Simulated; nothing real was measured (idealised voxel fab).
Process module heading - voxel local oxidation
It is cross-section cut that appears here, measuring 240 nm in width, its square cells being 5 nm in size.
The cross-sections in this document take the form of a grid made of square cells. They are written out as bands, in order from top to bottom. Each band consists of one or more rows of cells.
The band entry comprises the height of the band's top followed by the height of its bottom, expressed in nm, and subsequently the band's materials from left to right, each stated together with its width in nm. Where a single material is marked with the word "full width", that material fills the band from edge to edge. The word "empty" represents empty space.
Basically, 0 is our baseline, since under it the wafer straight out of the box is all one material. The bottom band has no lower end and keeps on going down, so it looks like "0 nm and below".
The notation "30->40" denotes a width that varies across the rows of cells in the band, beginning at the first number in the top row, finishing at the second number in the bottom row, and changing by an identical amount from each row to the next.
"identical to before" after a step means that no cell of the cross-section changed.
Enclosed voids (no open way to top), threshold 8 cells or more, entry "Closed cavities", notation width x height at distance, distance from left edge, nm.
after a step's settings: what the simulator itself notes on the step
On any step carrying a mask, the "overlay nm" setting, if present on the step's line, tells how far right of its planned place the mask lay; negative values point to the left.

Intended process steps
1) op RECEIVE | material Si
2) op OXIDIZE | depth nm 5
3) op CONFORMAL_DEP | material SiN | thk nm 15
4) op MASKED_ETCH | tone cover | mask id ACTIVE | width nm 115 | etch materials SiN | depth nm 15 | overlay nm 0
5) op SELECTIVE_ETCH | etch materials SiO2 | depth nm 5
6) op OXIDIZE | depth nm 10
7) op STRIP | etch materials SiN

The first of two wafers, run as planned

Cross-section: wafer on arrival = after step 1
> 0 nm and below | Si full width
> Closed cavities: none

After step 2
> 0 nm to -5 nm | SiO2 full width
> Anything lower than -5 is untouched.

After step 3
> 15 nm to 0 nm | SiN full width
> Anything lower than 0 is untouched.

After step 4
> 15 nm to 0 nm | 60 nm empty  115 nm SiN  65 nm empty
> Anything lower than 0 is untouched.

After step 5
> 15 nm to 0 nm | 60 nm empty  115 nm SiN  65 nm empty
> 0 nm to -5 nm | 65 nm empty  105 nm SiO2  70 nm empty
> Anything lower than -5 is untouched.

After step 6
> 15 nm to 0 nm | 60 nm empty  115 nm SiN  65 nm empty
> 0 nm to -5 nm | 65 nm empty  105 nm SiO2  70 nm empty
> -5 nm to -15 nm | 75 nm SiO2  85 nm Si  80 nm SiO2
> Anything lower than -15 is untouched.

After step 7
> 0 nm to -5 nm | 65 nm empty  105 nm SiO2  70 nm empty
> Anything lower than -5 is untouched.

Wafer two. Same start, same plan, one slip in execution. Same as wafer one through step 3, inclusive

Second wafer cross-section, taken as of the time the plan sets for step 4 to be done
> 15 nm to 0 nm | 65 nm empty  110 nm SiN  65 nm empty
> Anything lower than 0 is untouched.

Second wafer cross-section, taken as of the time the plan sets for step 5 to be done
> 15 nm to 0 nm | 65 nm empty  110 nm SiN  65 nm empty
> 0 nm to -5 nm | 70 nm empty  100 nm SiO2  70 nm empty
> Anything lower than -5 is untouched.

Second wafer cross-section, taken as of the time the plan sets for step 6 to be done
> 15 nm to 0 nm | 65 nm empty  110 nm SiN  65 nm empty
> 0 nm to -5 nm | 70 nm empty  100 nm SiO2  70 nm empty
> -5 nm to -15 nm | 80 nm SiO2  80 nm Si  80 nm SiO2
> Anything lower than -15 is untouched.

Second wafer cross-section, taken as of the time the plan sets for step 7 to be done
> 0 nm to -5 nm | 70 nm empty  100 nm SiO2  70 nm empty
> Anything lower than -5 is untouched.
Error vs. plan: step 4: run off-plan, actual operation and settings op MASKED_ETCH | tone cover | mask id ACTIVE | width nm 110 | etch materials SiN | depth nm 15 | overlay nm 0
Final cells, second wafer relative to first, materials higher or lower: Si: 2 fewer; SiO2: 1 more
